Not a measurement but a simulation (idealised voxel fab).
Title: Process Module voxel capacitor over wiring
Cross-section cut spans 275 nm and uses square cells 5 nm in size.
A cross-section in this document is a grid of square cells, and it is written down as bands, the top band listed before the ones below it; a band is made up of one or more rows of cells.
A band entry consists of two parts. The first gives the height of the band's top and the height of its bottom, in nm. The rest lists the band's materials from left to right, each with its width in nm. A single material labelled with the word "all across" fills the band from edge to edge, and the word "blank" marks empty space.
Measure heights from 0. That's the level where, below it, the as-received wafer is all one material. The lowest band is bottomless and extends downward; write it as in "0..down".
So if you see something like "30..40" for the width, read it as the top row of the band sitting at the first number and the bottom row at the second, with every row in between moving by the same amount as the last.
For the purposes of this document, the phrase "nothing different" attached to a step denotes that no cell within the cross-section was modified by that step.
The list in "Voids lacking openings" covers empty spaces of 8 cells or more that cannot reach the top through any open way, and it gives each as width x height at distance; the distance is from the left edge, and width, height and distance are in nm.
Formally, on a step line, whatever follows the settings is a remark that the simulator itself makes on the step.
Each step line may optionally specify "overlay nm", which for a step with a mask gives the rightward distance between the mask's planned place and where it lay, a negative value indicating the leftward direction.

## Set out below are the planned steps of the process
1 op RECEIVE | material Si
2 op CONFORMAL_DEP | material SiO2 | thk nm 15
3 op DIRECTIONAL_DEP | material TiN | thk nm 5
4 op DIRECTIONAL_DEP | material W | thk nm 15
5 op MASKED_ETCH | tone cover | mask id METAL_1 | width nm 30 | pitch nm 100 | etch materials W | depth nm 5 | overlay nm 0
6 op MASKED_ETCH | tone cover | mask id METAL_1 | width nm 30 | pitch nm 100 | etch materials TiN | depth nm 5 | overlay nm 0
7 op FILL_DEP | material SiO2 | thk nm 10
8 op CMP | height nm 35
9 op CONFORMAL_DEP | material SiCN | thk nm 5
10 op DIRECTIONAL_DEP | material lowk | thk nm 10
11 op PATTERN | tone open | mask id PLUG_1 | material resist | width nm 15 | thk nm 15 | overlay nm 0
12 op DIRECTIONAL_ETCH | etch materials lowk | depth nm 10
13 op DIRECTIONAL_ETCH | etch materials SiCN | depth nm 5
14 op STRIP | etch materials resist
15 op EPI | material Ru | thk nm 10
16 op EPI | material Ru | thk nm 5
17 op DIRECTIONAL_DEP | material TiN | thk nm 10
18 op DIRECTIONAL_DEP | material SiN | thk nm 5
19 op DIRECTIONAL_DEP | material TiN | thk nm 5
20 op DIRECTIONAL_DEP | material aC | thk nm 10
21 op PATTERN | tone cover | mask id UPPER_PLATE | material resist | width nm 75 | thk nm 25 | overlay nm 0
22 op DIRECTIONAL_ETCH | etch materials aC | depth nm 10
23 op STRIP | etch materials resist
24 op DIRECTIONAL_ETCH | etch materials TiN | depth nm 5
25 op DIRECTIONAL_ETCH | etch materials SiN | depth nm 5
26 op STRIP | etch materials aC
27 op MASKED_ETCH | tone cover | mask id LOWER_PLATE | width nm 85 | etch materials TiN | depth nm 10 | overlay nm 0
28 op FILL_DEP | material SiO2 | thk nm 20
29 op CMP | height nm 85
30 op MASKED_ETCH | tone open | mask id PLUG_2 | width nm 15 | etch materials SiO2 | depth nm 15 | overlay nm 0
31 op CONFORMAL_DEP | material TiN | thk nm 5
32 op FILL_DEP | material Ru | thk nm 5
33 op CMP | height nm 85
34 op CONFORMAL_DEP | material SiN | thk nm 5
What sets these wafers apart? The depth nm at step 5. They all start alike, and the plan carries the first wafer's value.

## Cross-section: the first of several wafers in its as-received state, i.e. following step 1
- 0..down | Si all across
- Voids lacking openings: none

## Shown in cross-section: the first of several wafers at the end of the module, after its last step, step 34
- 90..85 | SiN all across
- 85..75 | 95 nm SiO2, 5 nm TiN, 5 nm Ru, 5 nm TiN, 165 nm SiO2
- 75..65 | 95..85 nm SiO2, 15..75 nm TiN, 165..115 nm SiO2
- 65..60 | 85 nm SiO2, 75 nm SiN, 115 nm SiO2
- 60..50 | 80 nm SiO2, 85 nm TiN, 110 nm SiO2
- 50..40 | 85 nm lowk, 15 nm Ru, 175 nm lowk
- 40..35 | 85 nm SiCN, 15 nm Ru, 175 nm SiCN
- 35..30 | 70 nm SiO2, 30 nm W, 70 nm SiO2, 30 nm W, 75 nm SiO2
- 30..20 | W all across
- 20..15 | TiN all across
- 15..0 | SiO2 all across
- 0..down | Si all across
- Voids lacking openings: none

## Last wafer x-sec, end of module
- 90..85 | SiN all across
- 85..75 | 95 nm SiO2, 5 nm TiN, 5 nm Ru, 5 nm TiN, 165 nm SiO2
- 75..65 | 95..85 nm SiO2, 15..75 nm TiN, 165..115 nm SiO2
- 65..60 | 85 nm SiO2, 75 nm SiN, 115 nm SiO2
- 60..50 | 80 nm SiO2, 85 nm TiN, 110 nm SiO2
- 50..40 | 85 nm lowk, 15 nm Ru, 175 nm lowk
- 40..35 | 85 nm SiCN, 15 nm Ru, 175 nm SiCN
- 35..20 | 70 nm SiO2, 30 nm W, 70 nm SiO2, 30 nm W, 75 nm SiO2
- 20..15 | 70 nm SiO2, 30 nm TiN, 70 nm SiO2, 30 nm TiN, 75 nm SiO2
- 15..0 | SiO2 all across
- 0..down | Si all across
- Voids lacking openings: none

## wafer rows; end of module; cells per material since receipt: (+) gained, (-) lost; then closed voids
depth nm 5 | +11 Ru | +52 SiCN | +70 SiN | +520 SiO2 | +111 TiN | +122 W | +104 lowk | Voids lacking openings: none
depth nm 10 | +11 Ru | +52 SiCN | +70 SiN | +563 SiO2 | +111 TiN | +79 W | +104 lowk | Voids lacking openings: none
depth nm 15 | +11 Ru | +52 SiCN | +70 SiN | +649 SiO2 | +68 TiN | +36 W | +104 lowk | Voids lacking openings: none
depth nm 20 | +11 Ru | +52 SiCN | +70 SiN | +649 SiO2 | +68 TiN | +36 W | +104 lowk | Voids lacking openings: none
depth nm 25 | +11 Ru | +52 SiCN | +70 SiN | +649 SiO2 | +68 TiN | +36 W | +104 lowk | Voids lacking openings: none
depth nm 30 | +11 Ru | +52 SiCN | +70 SiN | +649 SiO2 | +68 TiN | +36 W | +104 lowk | Voids lacking openings: none
